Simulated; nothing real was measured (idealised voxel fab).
The process module presented herein is designated voxel released beams.
Shown is cross-section cut, with a width of 210 nm and square cells of size 5 nm.
Throughout this document, each cross-section is represented as a grid of square cells and is presented as a sequence of bands enumerated from the top downward, where a band comprises one or more rows of cells. Top height, bottom height, nm. Materials left to right, width each, nm. Single material + "everywhere" = fills band edge to edge. "empty" = empty. Heads up on the height convention: 0 is the point under which the incoming wafer is all one material, and the lowest band has no bottom, it just keeps going down, like "0 down". A two-number width, for instance "30 to 40", indicates that the width is equal to the first number in the top row of the band and to the second number in the bottom row, and that it changes by a constant amount per row of cells. For the purposes of this document, the phrase "left unchanged" attached to a step denotes that no cell within the cross-section was modified by that step. Entry "Enclosed void listing". Content: empty spaces with no open connection to the top, size 8 cells or greater. Each: width x height at distance. Distance: from left edge. Unit: nm. Past the settings on a step's line: simulator remark, on that step. Among the settings permitted on a step's line is "overlay nm"; applied to a step with a mask, it specifies the extent to which the mask lay to the right of its planned position, whereas a negative figure signifies a position to the left.
Here's what the planned process steps look like:
| 1 | op RECEIVE | material Si |
| 2 | op CONFORMAL_DEP | material Al2O3 | thk nm 5 |
| 3 | op DIRECTIONAL_DEP | material SiO2 | thk nm 20 |
| 4 | op DIRECTIONAL_DEP | material aC | thk nm 10 |
| 5 | op PATTERN | tone open | mask id ANCHOR | material resist | width nm 35 | thk nm 25 | overlay nm 0 |
| 6 | op DIRECTIONAL_ETCH | etch materials aC | depth nm 10 |
| 7 | op STRIP | etch materials resist |
| 8 | op DIRECTIONAL_ETCH | etch materials SiO2 | depth nm 20 |
| 9 | op STRIP | etch materials aC |
| 10 | op CONFORMAL_DEP | material W | thk nm 10 |
| 11 | op MASKED_ETCH | tone cover | mask id BEAM | width nm 80 | etch materials W | depth nm 10 | overlay nm 0 |
| 12 | op STRIP | etch materials SiO2 |
Wafer as received: cross-section following step 1:
  0 down | Si everywhere
  Enclosed void listing: none
Starting wafer: above. Plan: above. Run: one mistake. Cross-section after the module: below:
  25 to 5 | empty (65), W (10), empty (15), W (10), empty (110)
  5 to 0 | Al2O3 everywhere
  0 down | Si everywhere
  Enclosed void listing: none
Run error: in deviation from the planned setting, step 11 was conducted as op MASKED_ETCH | tone open | mask id BEAM | width nm 80 | etch materials W | depth nm 10 | overlay nm 0
